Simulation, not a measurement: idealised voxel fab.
Process module name: voxel transistor to metal
cross-section cut | 165 nm wide | cells 5 nm
Format of a cross-section: grid, square cells. Given as bands. Order: top down. Band: one or more rows of cells.
It is stipulated that each band's entry specify, in nanometres, the height of the top of the band and then that of its bottom, followed by the materials of the band in left-to-right sequence, each together with its width in nanometres. A single material marked by the word "edge to edge" is understood to fill the band from edge to edge; the word "blank" is understood to denote empty space.
We count height from 0. Below that, the starting wafer is all one material. The lowest band never ends at the bottom but goes on down; see "0 -> down" for how that is written.
Note: "30 to 40" means the width goes from the first number (top row of the band) to the second number (bottom row) in equal steps per row of cells.
The designation "changes: none", where it is given for a processing step, indicates that no cell of the cross-section was altered in the course of that step.
What "Enclosed void inventory" gives you is every empty space of 8 cells or more that is cut off from the top. Each appears as width x height at distance, with the distance taken from the left edge and width, height and distance all in nm.
Where a step's line continues beyond its settings, the continuation is a remark by the simulator itself on that step.
"overlay nm" on a masked step: distance the mask lay right of its planned place, negative for left.

-- plan
step 1: RECEIVE, material Si
step 2: CONFORMAL_DEP, material SiO2, thk nm 5
step 3: CONFORMAL_DEP, material SiN, thk nm 10
step 4: PATTERN, tone cover, mask id ACTIVE, material resist, width nm 115, thk nm 20, overlay nm 0
step 5: DIRECTIONAL_ETCH, etch materials SiN, depth nm 10
step 6: DIRECTIONAL_ETCH, etch materials SiO2, depth nm 5
step 7: DIRECTIONAL_ETCH, etch materials Si, depth nm 25
step 8: STRIP, etch materials resist
step 9: FILL_DEP, material SiO2, thk nm 10
step 10: CMP, height nm 15
step 11: SELECTIVE_ETCH, etch materials SiO2, depth nm 10
step 12: STRIP, etch materials SiN
step 13: SELECTIVE_ETCH, etch materials SiO2, depth nm 5
step 14: OXIDIZE, depth nm 5
step 15: DIRECTIONAL_DEP, material polySi, thk nm 25
step 16: DIRECTIONAL_DEP, material SiCN, thk nm 15
step 17: MASKED_ETCH, tone cover, mask id GATE, width nm 25, etch materials SiCN, depth nm 25, overlay nm 0
step 18: MASKED_ETCH, tone cover, mask id GATE, width nm 25, etch materials polySi, depth nm 35, overlay nm 0
step 19: CONFORMAL_DEP, material SiN, thk nm 10
step 20: DIRECTIONAL_ETCH, etch materials SiN, depth nm 10
step 21: DIRECTIONAL_ETCH, etch materials SiO2, depth nm 5
step 22: DIRECTIONAL_ETCH, etch materials Si, depth nm 15
step 23: EPI, material nSi, thk nm 20
step 24: FILL_DEP, material SiO2, thk nm 5
step 25: CMP, height nm 25
step 26: STRIP, etch materials polySi
step 27: SELECTIVE_ETCH, etch materials SiO2, depth nm 5
step 28: CONFORMAL_DEP, material HfO2, thk nm 5
step 29: CONFORMAL_DEP, material TiN, thk nm 5
step 30: FILL_DEP, material W, thk nm 5
step 31: CMP, height nm 20
step 32: DIRECTIONAL_DEP, material SiO2, thk nm 10
step 33: PATTERN, tone open, mask id CONTACT, material resist, width nm 20, pitch nm 75, thk nm 20, overlay nm 0
step 34: DIRECTIONAL_ETCH, etch materials SiO2, depth nm 30
step 35: STRIP, etch materials resist
step 36: CONFORMAL_DEP, material TiN, thk nm 5
step 37: FILL_DEP, material W, thk nm 5
step 38: CMP, height nm 30
step 39: CONFORMAL_DEP, material SiCN, thk nm 5
step 40: DIRECTIONAL_DEP, material lowk, thk nm 20
step 41: DIRECTIONAL_DEP, material aC, thk nm 15
step 42: PATTERN, tone open, mask id METAL_1, material resist, width nm 20, pitch nm 75, thk nm 30, overlay nm 0
step 43: DIRECTIONAL_ETCH, etch materials aC, depth nm 15
step 44: STRIP, etch materials resist
step 45: DIRECTIONAL_ETCH, etch materials lowk, depth nm 20
step 46: DIRECTIONAL_ETCH, etch materials SiCN, depth nm 5
step 47: STRIP, etch materials aC
step 48: CONFORMAL_DEP, material TiN, thk nm 5
step 49: FILL_DEP, material Cu, thk nm 5
step 50: CMP, height nm 55
step 51: EPI, material Ru, thk nm 5
step 52: FILL_DEP, material SiCN, thk nm 5
step 53: DIRECTIONAL_DEP, material lowk, thk nm 30
step 54: MASKED_ETCH, tone open, mask id METAL_2, width nm 20, pitch nm 75, etch materials lowk, depth nm 15, overlay nm 0
step 55: MASKED_ETCH, tone open, mask id METAL_2_HOLES, width nm 15, pitch nm 75, etch materials lowk, depth nm 15, overlay nm 0
step 56: MASKED_ETCH, tone open, mask id METAL_2_HOLES, width nm 15, pitch nm 75, etch materials SiCN, depth nm 5, overlay nm 0
step 57: CONFORMAL_DEP, material TiN, thk nm 5
step 58: FILL_DEP, material Cu, thk nm 5
step 59: CMP, height nm 95
step 60: CONFORMAL_DEP, material SiCN, thk nm 5

-- Of two wafers, the first: run according to plan

-- Cross-sectional view of the wafer in its as-received condition, corresponding to the state after step 1
	0 -> down = Si edge to edge
	Enclosed void inventory: none

-- Cross-section through the wafer, step 2 finished
	5 -> 0 = SiO2 edge to edge
	Below 0, no change.

-- Cross-section through the wafer, step 3 finished
	15 -> 5 = SiN edge to edge
	Below 5, no change.

-- Cross-section through the wafer, step 4 finished
	35 -> 15 = blank (25), then resist (115), then blank (25)
	Below 15, no change.

-- Cross-section through the wafer, step 5 finished
	35 -> 15 = blank (25), then resist (115), then blank (25)
	15 -> 5 = blank (25), then SiN (115), then blank (25)
	Below 5, no change.

-- Cross-section through the wafer, step 6 finished
	35 -> 15 = blank (25), then resist (115), then blank (25)
	15 -> 5 = blank (25), then SiN (115), then blank (25)
	5 -> 0 = blank (25), then SiO2 (115), then blank (25)
	Below 0, no change.

-- Cross-section through the wafer, step 7 finished
	35 -> 15 = blank (25), then resist (115), then blank (25)
	15 -> 5 = blank (25), then SiN (115), then blank (25)
	5 -> 0 = blank (25), then SiO2 (115), then blank (25)
	0 -> -25 = blank (25), then Si (115), then blank (25)
	Below -25, no change.

-- Cross-section through the wafer, step 8 finished
	15 -> 5 = blank (25), then SiN (115), then blank (25)
	Below 5, no change.

-- Cross-section through the wafer, step 9 finished
	25 -> 15 = SiO2 edge to edge
	15 -> 5 = SiO2 (25), then SiN (115), then SiO2 (25)
	5 -> 0 = SiO2 edge to edge
	0 -> -25 = SiO2 (25), then Si (115), then SiO2 (25)
	Below -25, no change.

-- Cross-section through the wafer, step 10 finished
	15 -> 5 = SiO2 (25), then SiN (115), then SiO2 (25)
	Below 5, no change.

-- Cross-section through the wafer, step 11 finished
	15 -> 5 = blank (25), then SiN (115), then blank (25)
	Below 5, no change.

-- Cross-section through the wafer, step 12 finished
	5 -> 0 = SiO2 edge to edge
	Below 0, no change.

-- Cross-section through the wafer, step 13 finished
	0 -> -25 = SiO2 (25), then Si (115), then SiO2 (25)
	Below -25, no change.

-- Cross-section through the wafer, step 14 finished
	0 -> -5 = SiO2 edge to edge
	Below -5, no change.

-- Cross-section through the wafer, step 15 finished
	25 -> 0 = polySi edge to edge
	Below 0, no change.

-- Cross-section through the wafer, step 16 finished
	40 -> 25 = SiCN edge to edge
	Below 25, no change.

-- Cross-section through the wafer, step 17 finished
	40 -> 25 = blank (70), then SiCN (25), then blank (70)
	Below 25, no change.

-- Cross-section through the wafer, step 18 finished
	40 -> 25 = blank (70), then SiCN (25), then blank (70)
	25 -> 0 = blank (70), then polySi (25), then blank (70)
	Below 0, no change.

-- Cross-section through the wafer, step 19 finished
	50 -> 40 = blank (60), then SiN (45), then blank (60)
	40 -> 25 = blank (60), then SiN (10), then SiCN (25), then SiN (10), then blank (60)
	25 -> 10 = blank (60), then SiN (10), then polySi (25), then SiN (10), then blank (60)
	10 -> 0 = SiN (70), then polySi (25), then SiN (70)
	Below 0, no change.

-- Cross-section through the wafer, step 20 finished
	40 -> 25 = blank (60), then SiN (10), then SiCN (25), then SiN (10), then blank (60)
	25 -> 0 = blank (60), then SiN (10), then polySi (25), then SiN (10), then blank (60)
	Below 0, no change.

-- Cross-section through the wafer, step 21 finished
	40 -> 25 = blank (60), then SiN (10), then SiCN (25), then SiN (10), then blank (60)
	25 -> 0 = blank (60), then SiN (10), then polySi (25), then SiN (10), then blank (60)
	0 -> -5 = blank (60), then SiO2 (45), then blank (60)
	Below -5, no change.

-- Cross-section through the wafer, step 22 finished
	40 -> 25 = blank (60), then SiN (10), then SiCN (25), then SiN (10), then blank (60)
	25 -> 0 = blank (60), then SiN (10), then polySi (25), then SiN (10), then blank (60)
	0 -> -5 = blank (60), then SiO2 (45), then blank (60)
	-5 -> -20 = SiO2 (25), then blank (35), then Si (45), then blank (35), then SiO2 (25)
	Below -20, no change.

-- Cross-section through the wafer, step 23 finished
	40 -> 25 = blank (60), then SiN (10), then SiCN (25), then SiN (10), then blank (60)
	25 -> 15 = blank (60), then SiN (10), then polySi (25), then SiN (10), then blank (60)
	15 -> 0 = blank (40), then nSi (20), then SiN (10), then polySi (25), then SiN (10), then nSi (20), then blank (40)
	0 -> -5 = blank (20), then nSi (40), then SiO2 (45), then nSi (40), then blank (20)
	-5 -> -20 = SiO2 (25), then nSi (35), then Si (45), then nSi (35), then SiO2 (25)
	Below -20, no change.

-- Cross-section through the wafer, step 24 finished
	45 -> 40 = SiO2 edge to edge
	40 -> 25 = SiO2 (60), then SiN (10), then SiCN (25), then SiN (10), then SiO2 (60)
	25 -> 15 = SiO2 (60), then SiN (10), then polySi (25), then SiN (10), then SiO2 (60)
	15 -> 0 = SiO2 (40), then nSi (20), then SiN (10), then polySi (25), then SiN (10), then nSi (20), then SiO2 (40)
	0 -> -5 = SiO2 (20), then nSi (40), then SiO2 (45), then nSi (40), then SiO2 (20)
	Below -5, no change.

-- Cross-section through the wafer, step 25 finished
	25 -> 15 = SiO2 (60), then SiN (10), then polySi (25), then SiN (10), then SiO2 (60)
	Below 15, no change.

-- Cross-section through the wafer, step 26 finished
	25 -> 15 = SiO2 (60), then SiN (10), then blank (25), then SiN (10), then SiO2 (60)
	15 -> 0 = SiO2 (40), then nSi (20), then SiN (10), then blank (25), then SiN (10), then nSi (20), then SiO2 (40)
	Below 0, no change.

-- Cross-section through the wafer, step 27 finished
	25 -> 20 = blank (60), then SiN (10), then blank (25), then SiN (10), then blank (60)
	20 -> 15 = SiO2 (60), then SiN (10), then blank (25), then SiN (10), then SiO2 (60)
	15 -> 0 = SiO2 (40), then nSi (20), then SiN (10), then blank (25), then SiN (10), then nSi (20), then SiO2 (40)
	0 -> -5 = SiO2 (20), then nSi (40), then SiO2 (5), then blank (35), then SiO2 (5), then nSi (40), then SiO2 (20)
	Below -5, no change.

-- Cross-section through the wafer, step 28 finished
	30 -> 25 = blank (55), then HfO2 (20), then blank (15), then HfO2 (20), then blank (55)
	25 -> 20 = HfO2 (60), then SiN (10), then HfO2 (5), then blank (15), then HfO2 (5), then SiN (10), then HfO2 (60)
	20 -> 15 = SiO2 (60), then SiN (10), then HfO2 (5), then blank (15), then HfO2 (5), then SiN (10), then SiO2 (60)
	15 -> 0 = SiO2 (40), then nSi (20), then SiN (10), then HfO2 (5), then blank (15), then HfO2 (5), then SiN (10), then nSi (20), then SiO2 (40)
	0 -> -5 = SiO2 (20), then nSi (40), then SiO2 (5), then HfO2 (35), then SiO2 (5), then nSi (40), then SiO2 (20)
	Below -5, no change.

-- Cross-section through the wafer, step 29 finished
	35 -> 30 = blank (50), then TiN (30), then blank (5), then TiN (30), then blank (50)
	30 -> 25 = TiN (55), then HfO2 (20), then TiN (5), then blank (5), then TiN (5), then HfO2 (20), then TiN (55)
	25 -> 20 = HfO2 (60), then SiN (10), then HfO2 (5), then TiN (5), then blank (5), then TiN (5), then HfO2 (5), then SiN (10), then HfO2 (60)
	20 -> 15 = SiO2 (60), then SiN (10), then HfO2 (5), then TiN (5), then blank (5), then TiN (5), then HfO2 (5), then SiN (10), then SiO2 (60)
	15 -> 5 = SiO2 (40), then nSi (20), then SiN (10), then HfO2 (5), then TiN (5), then blank (5), then TiN (5), then HfO2 (5), then SiN (10), then nSi (20), then SiO2 (40)
	5 -> 0 = SiO2 (40), then nSi (20), then SiN (10), then HfO2 (5), then TiN (15), then HfO2 (5), then SiN (10), then nSi (20), then SiO2 (40)
	Below 0, no change.

-- Cross-section through the wafer, step 30 finished
	40 -> 35 = W edge to edge
	35 -> 30 = W (50), then TiN (30), then W (5), then TiN (30), then W (50)
	30 -> 25 = TiN (55), then HfO2 (20), then TiN (5), then W (5), then TiN (5), then HfO2 (20), then TiN (55)
	25 -> 20 = HfO2 (60), then SiN (10), then HfO2 (5), then TiN (5), then W (5), then TiN (5), then HfO2 (5), then SiN (10), then HfO2 (60)
	20 -> 15 = SiO2 (60), then SiN (10), then HfO2 (5), then TiN (5), then W (5), then TiN (5), then HfO2 (5), then SiN (10), then SiO2 (60)
	15 -> 5 = SiO2 (40), then nSi (20), then SiN (10), then HfO2 (5), then TiN (5), then W (5), then TiN (5), then HfO2 (5), then SiN (10), then nSi (20), then SiO2 (40)
	Below 5, no change.

-- Cross-section through the wafer, step 31 finished
	20 -> 15 = SiO2 (60), then SiN (10), then HfO2 (5), then TiN (5), then W (5), then TiN (5), then HfO2 (5), then SiN (10), then SiO2 (60)
	Below 15, no change.

-- Cross-section through the wafer, step 32 finished
	30 -> 20 = SiO2 edge to edge
	Below 20, no change.

-- Cross-section through the wafer, step 33 finished
	50 -> 30 = resist (35), then blank (20), then resist (55), then blank (20), then resist (35)
	Below 30, no change.

-- Cross-section through the wafer, step 34 finished
	50 -> 30 = resist (35), then blank (20), then resist (55), then blank (20), then resist (35)
	30 -> 20 = SiO2 (35), then blank (20), then SiO2 (55), then blank (20), then SiO2 (35)
	20 -> 15 = SiO2 (35), then blank (20), then SiO2 (5), then SiN (10), then HfO2 (5), then TiN (5), then W (5), then TiN (5), then HfO2 (5), then SiN (10), then SiO2 (5), then blank (20), then SiO2 (35)
	15 -> 5 = SiO2 (35), then blank (5), then nSi (20), then SiN (10), then HfO2 (5), then TiN (5), then W (5), then TiN (5), then HfO2 (5), then SiN (10), then nSi (20), then blank (5), then SiO2 (35)
	5 -> 0 = SiO2 (35), then blank (5), then nSi (20), then SiN (10), then HfO2 (5), then TiN (15), then HfO2 (5), then SiN (10), then nSi (20), then blank (5), then SiO2 (35)
	Below 0, no change.

-- Cross-section through the wafer, step 35 finished
	30 -> 20 = SiO2 (35), then blank (20), then SiO2 (55), then blank (20), then SiO2 (35)
	Below 20, no change.

-- Cross-section through the wafer, step 36 finished
	35 -> 30 = TiN (40), then blank (10), then TiN (65), then blank (10), then TiN (40)
	30 -> 20 = SiO2 (35), then TiN (5), then blank (10), then TiN (5), then SiO2 (55), then TiN (5), then blank (10), then TiN (5), then SiO2 (35)
	20 -> 15 = SiO2 (35), then TiN (20), then SiO2 (5), then SiN (10), then HfO2 (5), then TiN (5), then W (5), then TiN (5), then HfO2 (5), then SiN (10), then SiO2 (5), then TiN (20), then SiO2 (35)
	15 -> 5 = SiO2 (35), then TiN (5), then nSi (20), then SiN (10), then HfO2 (5), then TiN (5), then W (5), then TiN (5), then HfO2 (5), then SiN (10), then nSi (20), then TiN (5), then SiO2 (35)
	5 -> 0 = SiO2 (35), then TiN (5), then nSi (20), then SiN (10), then HfO2 (5), then TiN (15), then HfO2 (5), then SiN (10), then nSi (20), then TiN (5), then SiO2 (35)
	Below 0, no change.

-- Cross-section through the wafer, step 37 finished
	40 -> 35 = W edge to edge
	35 -> 30 = TiN (40), then W (10), then TiN (65), then W (10), then TiN (40)
	30 -> 20 = SiO2 (35), then TiN (5), then W (10), then TiN (5), then SiO2 (55), then TiN (5), then W (10), then TiN (5), then SiO2 (35)
	Below 20, no change.

-- Cross-section through the wafer, step 38 finished
	30 -> 20 = SiO2 (35), then TiN (5), then W (10), then TiN (5), then SiO2 (55), then TiN (5), then W (10), then TiN (5), then SiO2 (35)
	Below 20, no change.

-- Cross-section through the wafer, step 39 finished
	35 -> 30 = SiCN edge to edge
	Below 30, no change.

-- Cross-section through the wafer, step 40 finished
	55 -> 35 = lowk edge to edge
	Below 35, no change.

-- Cross-section through the wafer, step 41 finished
	70 -> 55 = aC edge to edge
	Below 55, no change.

-- Cross-section through the wafer, step 42 finished
	100 -> 70 = resist (35), then blank (20), then resist (55), then blank (20), then resist (35)
	Below 70, no change.

-- Cross-section through the wafer, step 43 finished
	85 -> 70 = resist (35), then blank (20), then resist (55), then blank (20), then resist (35)
	70 -> 55 = aC (35), then blank (20), then aC (55), then blank (20), then aC (35)
	Below 55, no change.

-- Cross-section through the wafer, step 44 finished
	70 -> 55 = aC (35), then blank (20), then aC (55), then blank (20), then aC (35)
	Below 55, no change.

-- Cross-section through the wafer, step 45 finished
	70 -> 55 = aC (35), then blank (20), then aC (55), then blank (20), then aC (35)
	55 -> 35 = lowk (35), then blank (20), then lowk (55), then blank (20), then lowk (35)
	Below 35, no change.

-- Cross-section through the wafer, step 46 finished
	70 -> 55 = aC (35), then blank (20), then aC (55), then blank (20), then aC (35)
	55 -> 35 = lowk (35), then blank (20), then lowk (55), then blank (20), then lowk (35)
	35 -> 30 = SiCN (35), then blank (20), then SiCN (55), then blank (20), then SiCN (35)
	Below 30, no change.

-- Cross-section through the wafer, step 47 finished
	55 -> 35 = lowk (35), then blank (20), then lowk (55), then blank (20), then lowk (35)
	Below 35, no change.

-- Cross-section through the wafer, step 48 finished
	60 -> 55 = TiN (40), then blank (10), then TiN (65), then blank (10), then TiN (40)
	55 -> 35 = lowk (35), then TiN (5), then blank (10), then TiN (5), then lowk (55), then TiN (5), then blank (10), then TiN (5), then lowk (35)
	35 -> 30 = SiCN (35), then TiN (20), then SiCN (55), then TiN (20), then SiCN (35)
	Below 30, no change.

-- Cross-section through the wafer, step 49 finished
	65 -> 60 = Cu edge to edge
	60 -> 55 = TiN (40), then Cu (10), then TiN (65), then Cu (10), then TiN (40)
	55 -> 35 = lowk (35), then TiN (5), then Cu (10), then TiN (5), then lowk (55), then TiN (5), then Cu (10), then TiN (5), then lowk (35)
	Below 35, no change.

-- Cross-section through the wafer, step 50 finished
	55 -> 35 = lowk (35), then TiN (5), then Cu (10), then TiN (5), then lowk (55), then TiN (5), then Cu (10), then TiN (5), then lowk (35)
	Below 35, no change.

-- Cross-section through the wafer, step 51 finished
	60 -> 55 = blank (30), then Ru (30), then blank (45), then Ru (30), then blank (30)
	Below 55, no change.

-- Cross-section through the wafer, step 52 finished
	65 -> 60 = SiCN edge to edge
	60 -> 55 = SiCN (30), then Ru (30), then SiCN (45), then Ru (30), then SiCN (30)
	Below 55, no change.

-- Cross-section through the wafer, step 53 finished
	95 -> 65 = lowk edge to edge
	Below 65, no change.

-- Cross-section through the wafer, step 54 finished
	95 -> 80 = lowk (35), then blank (20), then lowk (55), then blank (20), then lowk (35)
	Below 80, no change.

-- Cross-section through the wafer, step 55 finished
	95 -> 80 = lowk (35), then blank (20), then lowk (55), then blank (20), then lowk (35)
	80 -> 65 = lowk (35), then blank (15), then lowk (60), then blank (15), then lowk (40)
	Below 65, no change.

-- Cross-section through the wafer, step 56 finished
	95 -> 80 = lowk (35), then blank (20), then lowk (55), then blank (20), then lowk (35)
	80 -> 65 = lowk (35), then blank (15), then lowk (60), then blank (15), then lowk (40)
	65 -> 60 = SiCN (35), then blank (15), then SiCN (60), then blank (15), then SiCN (40)
	Below 60, no change.

-- Cross-section through the wafer, step 57 finished
	100 -> 95 = TiN (40), then blank (10), then TiN (65), then blank (10), then TiN (40)
	95 -> 85 = lowk (35), then TiN (5), then blank (10), then TiN (5), then lowk (55), then TiN (5), then blank (10), then TiN (5), then lowk (35)
	85 -> 80 = lowk (35), then TiN (5), then blank (5), then TiN (10), then lowk (55), then TiN (5), then blank (5), then TiN (10), then lowk (35)
	80 -> 65 = lowk (35), then TiN (5), then blank (5), then TiN (5), then lowk (60), then TiN (5), then blank (5), then TiN (5), then lowk (40)
	65 -> 60 = SiCN (35), then TiN (15), then SiCN (60), then TiN (15), then SiCN (40)
	Below 60, no change.

-- Cross-section through the wafer, step 58 finished
	105 -> 100 = Cu edge to edge
	100 -> 95 = TiN (40), then Cu (10), then TiN (65), then Cu (10), then TiN (40)
	95 -> 85 = lowk (35), then TiN (5), then Cu (10), then TiN (5), then lowk (55), then TiN (5), then Cu (10), then TiN (5), then lowk (35)
	85 -> 80 = lowk (35), then TiN (5), then Cu (5), then TiN (10), then lowk (55), then TiN (5), then Cu (5), then TiN (10), then lowk (35)
	80 -> 65 = lowk (35), then TiN (5), then Cu (5), then TiN (5), then lowk (60), then TiN (5), then Cu (5), then TiN (5), then lowk (40)
	Below 65, no change.

-- Cross-section through the wafer, step 59 finished
	95 -> 85 = lowk (35), then TiN (5), then Cu (10), then TiN (5), then lowk (55), then TiN (5), then Cu (10), then TiN (5), then lowk (35)
	Below 85, no change.

-- Cross-section through the wafer, step 60 finished
	100 -> 95 = SiCN edge to edge
	Below 95, no change.

-- second wafer: like start, like plan, one mistake. Through step 38 it matches the first wafer

-- Second wafer shown in cross-section at the time step 39 was slated to end
	50 -> 30 = lowk edge to edge
	Below 30, no change.

-- Second wafer shown in cross-section at the time step 40 was slated to end
	55 -> 50 = SiCN edge to edge
	Below 50, no change.

-- Second wafer shown in cross-section at the time step 41 was slated to end
	70 -> 55 = aC edge to edge
	Below 55, no change.

-- Second wafer shown in cross-section at the time step 42 was slated to end
	100 -> 70 = resist (35), then blank (20), then resist (55), then blank (20), then resist (35)
	Below 70, no change.

-- Second wafer shown in cross-section at the time step 43 was slated to end
	85 -> 70 = resist (35), then blank (20), then resist (55), then blank (20), then resist (35)
	70 -> 55 = aC (35), then blank (20), then aC (55), then blank (20), then aC (35)
	Below 55, no change.

-- Second wafer shown in cross-section at the time step 44 was slated to end
	70 -> 55 = aC (35), then blank (20), then aC (55), then blank (20), then aC (35)
	Below 55, no change.

Second wafer shown in cross-section at the time step 45 was slated to end: changes: none

-- Second wafer shown in cross-section at the time step 46 was slated to end
	70 -> 55 = aC (35), then blank (20), then aC (55), then blank (20), then aC (35)
	55 -> 50 = SiCN (35), then blank (20), then SiCN (55), then blank (20), then SiCN (35)
	Below 50, no change.

-- Second wafer shown in cross-section at the time step 47 was slated to end
	55 -> 50 = SiCN (35), then blank (20), then SiCN (55), then blank (20), then SiCN (35)
	Below 50, no change.

-- Second wafer shown in cross-section at the time step 48 was slated to end
	60 -> 55 = TiN (40), then blank (10), then TiN (65), then blank (10), then TiN (40)
	55 -> 50 = SiCN (35), then TiN (20), then SiCN (55), then TiN (20), then SiCN (35)
	Below 50, no change.

-- Second wafer shown in cross-section at the time step 49 was slated to end
	65 -> 60 = Cu edge to edge
	60 -> 55 = TiN (40), then Cu (10), then TiN (65), then Cu (10), then TiN (40)
	Below 55, no change.

-- Second wafer shown in cross-section at the time step 50 was slated to end
	55 -> 50 = SiCN (35), then TiN (20), then SiCN (55), then TiN (20), then SiCN (35)
	Below 50, no change.

-- Second wafer shown in cross-section at the time step 51 was slated to end
	60 -> 55 = blank (30), then Ru (30), then blank (45), then Ru (30), then blank (30)
	Below 55, no change.

-- Second wafer shown in cross-section at the time step 52 was slated to end
	65 -> 60 = SiCN edge to edge
	60 -> 55 = SiCN (30), then Ru (30), then SiCN (45), then Ru (30), then SiCN (30)
	Below 55, no change.

-- Second wafer shown in cross-section at the time step 53 was slated to end
	95 -> 65 = lowk edge to edge
	Below 65, no change.

-- Second wafer shown in cross-section at the time step 54 was slated to end
	95 -> 80 = lowk (35), then blank (20), then lowk (55), then blank (20), then lowk (35)
	Below 80, no change.

-- Second wafer shown in cross-section at the time step 55 was slated to end
	95 -> 80 = lowk (35), then blank (20), then lowk (55), then blank (20), then lowk (35)
	80 -> 65 = lowk (35), then blank (15), then lowk (60), then blank (15), then lowk (40)
	Below 65, no change.

-- Second wafer shown in cross-section at the time step 56 was slated to end
	95 -> 80 = lowk (35), then blank (20), then lowk (55), then blank (20), then lowk (35)
	80 -> 65 = lowk (35), then blank (15), then lowk (60), then blank (15), then lowk (40)
	65 -> 60 = SiCN (35), then blank (15), then SiCN (60), then blank (15), then SiCN (40)
	Below 60, no change.

-- Second wafer shown in cross-section at the time step 57 was slated to end
	100 -> 95 = TiN (40), then blank (10), then TiN (65), then blank (10), then TiN (40)
	95 -> 85 = lowk (35), then TiN (5), then blank (10), then TiN (5), then lowk (55), then TiN (5), then blank (10), then TiN (5), then lowk (35)
	85 -> 80 = lowk (35), then TiN (5), then blank (5), then TiN (10), then lowk (55), then TiN (5), then blank (5), then TiN (10), then lowk (35)
	80 -> 65 = lowk (35), then TiN (5), then blank (5), then TiN (5), then lowk (60), then TiN (5), then blank (5), then TiN (5), then lowk (40)
	65 -> 60 = SiCN (35), then TiN (15), then SiCN (60), then TiN (15), then SiCN (40)
	Below 60, no change.

-- Second wafer shown in cross-section at the time step 58 was slated to end
	105 -> 100 = Cu edge to edge
	100 -> 95 = TiN (40), then Cu (10), then TiN (65), then Cu (10), then TiN (40)
	95 -> 85 = lowk (35), then TiN (5), then Cu (10), then TiN (5), then lowk (55), then TiN (5), then Cu (10), then TiN (5), then lowk (35)
	85 -> 80 = lowk (35), then TiN (5), then Cu (5), then TiN (10), then lowk (55), then TiN (5), then Cu (5), then TiN (10), then lowk (35)
	80 -> 65 = lowk (35), then TiN (5), then Cu (5), then TiN (5), then lowk (60), then TiN (5), then Cu (5), then TiN (5), then lowk (40)
	Below 65, no change.

-- Second wafer shown in cross-section at the time step 59 was slated to end
	95 -> 85 = lowk (35), then TiN (5), then Cu (10), then TiN (5), then lowk (55), then TiN (5), then Cu (10), then TiN (5), then lowk (35)
	Below 85, no change.

-- Second wafer shown in cross-section at the time step 60 was slated to end
	100 -> 95 = SiCN edge to edge
	Below 95, no change.
What went wrong in running the wafer? step 39 ran in the slot meant for step 40, and vice versa
Wafer comparison, final, in cells, second relative to first, materials more or fewer: -16 Cu | -16 TiN | +32 lowk
